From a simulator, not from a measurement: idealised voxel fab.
Process module heading - voxel quadruple lines
Cross-section cut: width 285 nm, square cells of 5 nm.
How to read a cross-section here: the picture is a grid of square cells, written as bands going from the top down, and any band can span one or more rows of cells.
Look at the band entry: it leads with the top's height and the bottom's height in nm. Then it lists the materials left to right, with a width in nm for each. The word "throughout" on a single material says that material fills the band edge to edge. The word "air" is empty space.
All heights in this document are referenced to 0, defined as the level beneath which the wafer, as received, consists entirely of one material. The lowest band is not bounded below; it extends indefinitely downward and is written in the form "from 0 down".
A two-number width, for instance "30->40", indicates that the width is equal to the first number in the top row of the band and to the second number in the bottom row, and that it changes by a constant amount per row of cells.
Basically "same as before" means that step didn't change any cell in the cross-section.
This entry, "Enclosed void listing", enumerates those empty regions of no fewer than 8 cells that possess no open connection to the top. Each region is reported in the form width x height at distance, the distance being taken from the left edge, with all three quantities expressed in nm.
Heads up: the bit after the settings on a step's line is the simulator's remark on that step.
The line of a step may include "overlay nm". On a step with a mask, this value is how far to the right of its planned place the mask lay. A negative value means the mask lay to the left.

Steps in the process plan
1,RECEIVE: material Si
2,CONFORMAL_DEP: material SiO2, thk nm 10
3,DIRECTIONAL_DEP: material TiN, thk nm 10
4,DIRECTIONAL_DEP: material polySi, thk nm 15
5,DIRECTIONAL_DEP: material aC, thk nm 25
6,PATTERN: tone cover, mask id MANDREL, material resist, width nm 25, thk nm 35, overlay nm 0
7,DIRECTIONAL_ETCH: etch materials aC, depth nm 25
8,STRIP: etch materials resist
9,CONFORMAL_DEP: material SiO2, thk nm 15
10,DIRECTIONAL_ETCH: etch materials SiO2, depth nm 15
11,STRIP: etch materials aC
12,DIRECTIONAL_ETCH: etch materials polySi, depth nm 15
13,STRIP: etch materials SiO2
14,CONFORMAL_DEP: material SiN, thk nm 5
15,DIRECTIONAL_ETCH: etch materials SiN, depth nm 5
16,STRIP: etch materials polySi
17,DIRECTIONAL_ETCH: etch materials TiN, depth nm 10
18,STRIP: etch materials SiN

Wafer at receipt (post step 1), cross-section
  from 0 down: Si throughout
  Enclosed void listing: none

Figure: cross-sectional view of the wafer upon completion of the module, processed from the initial state and according to the plan depicted above, with one error introduced during execution
  from 15 to 10: 110 nm air  5 nm TiN  15 nm air  5 nm TiN  15 nm air  5 nm TiN  15 nm air  5 nm TiN  110 nm air
  from 10 to 0: SiO2 throughout
  from 0 down: Si throughout
  Enclosed void listing: none
Against the plan, the run slipped here: not per plan at step 3, really ran DIRECTIONAL_DEP: material TiN, thk nm 5
